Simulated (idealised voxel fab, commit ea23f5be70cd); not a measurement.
You're looking at the process module voxel transistor to metal.
Section shown: cut. Width: 170 nm. Cell size: 5 nm, square.
Heads up, the way a cross-section reads in here is a grid of square cells, handed over as bands from the top down, with every band being one or more rows of cells.
The band entry comprises the height of the band's top followed by the height of its bottom, expressed in nm, and subsequently the band's materials from left to right, each stated together with its width in nm. Where a single material is marked with the word "edge to edge", that material fills the band from edge to edge. The word "air" represents empty space.
Heights are expressed relative to 0, this being the level below which the as-received wafer comprises one material exclusively. The lowest band is unbounded in the downward direction and is denoted as in "0 -> down".
A width given as "30 to 40" starts at the first number in the band's top row and ends at the second number in its bottom row, shifting by an equal amount at every step from row to row.
Step note "no change" = no cross-section cell changed.
You'll see "Sealed voids" listing empty spaces that have no way open to the top, as long as they're 8 cells or more; the notation is width x height at distance, where the distance is from the left edge, and all of it is in nm.
Step line, after settings: the simulator's comment on this step.
Among the settings permitted on a step's line is "overlay nm"; applied to a step with a mask, it specifies the extent to which the mask lay to the right of its planned position, whereas a negative figure signifies a position to the left.
Process steps foreseen in the plan:
1 RECEIVE [material Si]
2 CONFORMAL_DEP [material SiO2] [thk nm 5]
3 CONFORMAL_DEP [material SiN] [thk nm 10]
4 PATTERN [tone cover] [mask id ACTIVE] [material resist] [width nm 95] [thk nm 15] [overlay nm 0]
5 DIRECTIONAL_ETCH [etch materials SiN] [depth nm 10]
6 DIRECTIONAL_ETCH [etch materials SiO2] [depth nm 5]
7 DIRECTIONAL_ETCH [etch materials Si] [depth nm 35]
8 STRIP [etch materials resist]
9 FILL_DEP [material SiO2] [thk nm 10]
10 CMP [height nm 15]
11 SELECTIVE_ETCH [etch materials SiO2] [depth nm 5]
12 STRIP [etch materials SiN]
13 SELECTIVE_ETCH [etch materials SiO2] [depth nm 5]
14 OXIDIZE [depth nm 5]
15 DIRECTIONAL_DEP [material polySi] [thk nm 25]
16 DIRECTIONAL_DEP [material SiCN] [thk nm 10]
17 PATTERN [tone cover] [mask id GATE] [material resist] [width nm 25] [thk nm 15] [overlay nm 0]
18 DIRECTIONAL_ETCH [etch materials SiCN] [depth nm 20]
19 DIRECTIONAL_ETCH [etch materials polySi] [depth nm 35]
20 STRIP [etch materials resist]
21 CONFORMAL_DEP [material SiO2] [thk nm 5]
22 DIRECTIONAL_ETCH [etch materials SiO2] [depth nm 5]
23 CONFORMAL_DEP [material SiN] [thk nm 10]
24 DIRECTIONAL_ETCH [etch materials SiN] [depth nm 10]
25 DIRECTIONAL_ETCH [etch materials SiO2] [depth nm 5]
26 DIRECTIONAL_ETCH [etch materials Si] [depth nm 10]
27 EPI [material SiGe] [thk nm 10]
28 FILL_DEP [material SiO2] [thk nm 5]
29 CMP [height nm 35]
30 DIRECTIONAL_DEP [material SiO2] [thk nm 15]
31 MASKED_ETCH [tone open] [mask id CONTACT] [width nm 25] [pitch nm 60] [etch materials SiO2] [depth nm 45] [overlay nm 0]
32 CONFORMAL_DEP [material TiN] [thk nm 5]
33 FILL_DEP [material W] [thk nm 5]
34 CMP [height nm 50]
35 DIRECTIONAL_DEP [material TiN] [thk nm 5]
36 DIRECTIONAL_DEP [material Ru] [thk nm 25]
37 PATTERN [tone cover] [mask id METAL_1] [material resist] [width nm 15] [pitch nm 70] [thk nm 15] [overlay nm 0]
38 DIRECTIONAL_ETCH [etch materials Ru] [depth nm 25]
39 DIRECTIONAL_ETCH [etch materials TiN] [depth nm 5]
40 STRIP [etch materials resist]
41 FILL_DEP [material SiO2] [thk nm 5]
42 CMP [height nm 80]
43 CONFORMAL_DEP [material SiCN] [thk nm 5]
44 DIRECTIONAL_DEP [material SiO2] [thk nm 25]
45 PATTERN [tone open] [mask id METAL_2] [material resist] [width nm 15] [pitch nm 70] [thk nm 20] [overlay nm 0]
46 DIRECTIONAL_ETCH [etch materials SiO2] [depth nm 15]
47 STRIP [etch materials resist]
48 DIRECTIONAL_DEP [material aC] [thk nm 10]
49 PATTERN [tone open] [mask id METAL_2_HOLES] [material resist] [width nm 15] [pitch nm 70] [thk nm 30] [overlay nm 0]
50 DIRECTIONAL_ETCH [etch materials aC] [depth nm 10]
51 STRIP [etch materials resist]
52 DIRECTIONAL_ETCH [etch materials SiO2] [depth nm 10]
53 DIRECTIONAL_ETCH [etch materials SiCN] [depth nm 5]
54 STRIP [etch materials aC]
55 CONFORMAL_DEP [material TiN] [thk nm 5]
56 FILL_DEP [material Ru] [thk nm 10]
57 CMP [height nm 110]
58 CONFORMAL_DEP [material SiN] [thk nm 5]
Wafer cross-section on receipt, i.e. after step 1:
0 -> down: Si edge to edge
Sealed voids: none
The following cross-section depicts the wafer upon conclusion of the module. Processing commenced from the starting condition illustrated above and adhered to the plan illustrated above, save for one mistake in execution:
115 -> 110: SiN edge to edge
110 -> 105: SiCN 40 nm  TiN 15 nm  SiCN 55 nm  TiN 15 nm  SiCN 45 nm
105 -> 80: SiO2 edge to edge
80 -> 55: SiO2 40 nm  Ru 15 nm  SiO2 55 nm  Ru 15 nm  SiO2 45 nm
55 -> 50: SiO2 40 nm  TiN 15 nm  SiO2 55 nm  TiN 15 nm  SiO2 45 nm
50 -> 40: SiO2 40 nm  TiN 5 nm  W 15 nm  TiN 5 nm  SiO2 35 nm  TiN 5 nm  W 15 nm  TiN 5 nm  SiO2 45 nm
40 -> 35: SiO2 40 nm  TiN 5 nm  W 5 nm  TiN 15 nm  SiO2 35 nm  TiN 15 nm  W 5 nm  TiN 5 nm  SiO2 45 nm
35 -> 25: SiO2 40 nm  TiN 5 nm  W 5 nm  TiN 5 nm  SiN 10 nm  SiO2 5 nm  SiCN 25 nm  SiO2 5 nm  SiN 10 nm  TiN 5 nm  W 5 nm  TiN 5 nm  SiO2 45 nm
25 -> 10: SiO2 40 nm  TiN 5 nm  W 5 nm  TiN 5 nm  SiN 10 nm  SiO2 5 nm  polySi 25 nm  SiO2 5 nm  SiN 10 nm  TiN 5 nm  W 5 nm  TiN 5 nm  SiO2 45 nm
10 -> 5: SiO2 40 nm  TiN 15 nm  SiN 10 nm  SiO2 5 nm  polySi 25 nm  SiO2 5 nm  SiN 10 nm  TiN 15 nm  SiO2 45 nm
5 -> 0: SiO2 35 nm  SiN 10 nm  SiGe 10 nm  SiN 10 nm  SiO2 5 nm  polySi 25 nm  SiO2 5 nm  SiN 10 nm  SiGe 10 nm  SiN 10 nm  SiO2 40 nm
0 -> -5: SiO2 45 nm  SiGe 10 nm  SiO2 55 nm  SiGe 10 nm  SiO2 50 nm
-5 -> -15: SiO2 35 nm  Si 10 nm  SiGe 10 nm  Si 55 nm  SiGe 10 nm  Si 10 nm  SiO2 40 nm
-15 -> -35: SiO2 35 nm  Si 95 nm  SiO2 40 nm
-35 -> down: Si edge to edge
Sealed voids: none
Misprocessing identified: steps 43 and 44 traded places in the executed sequence
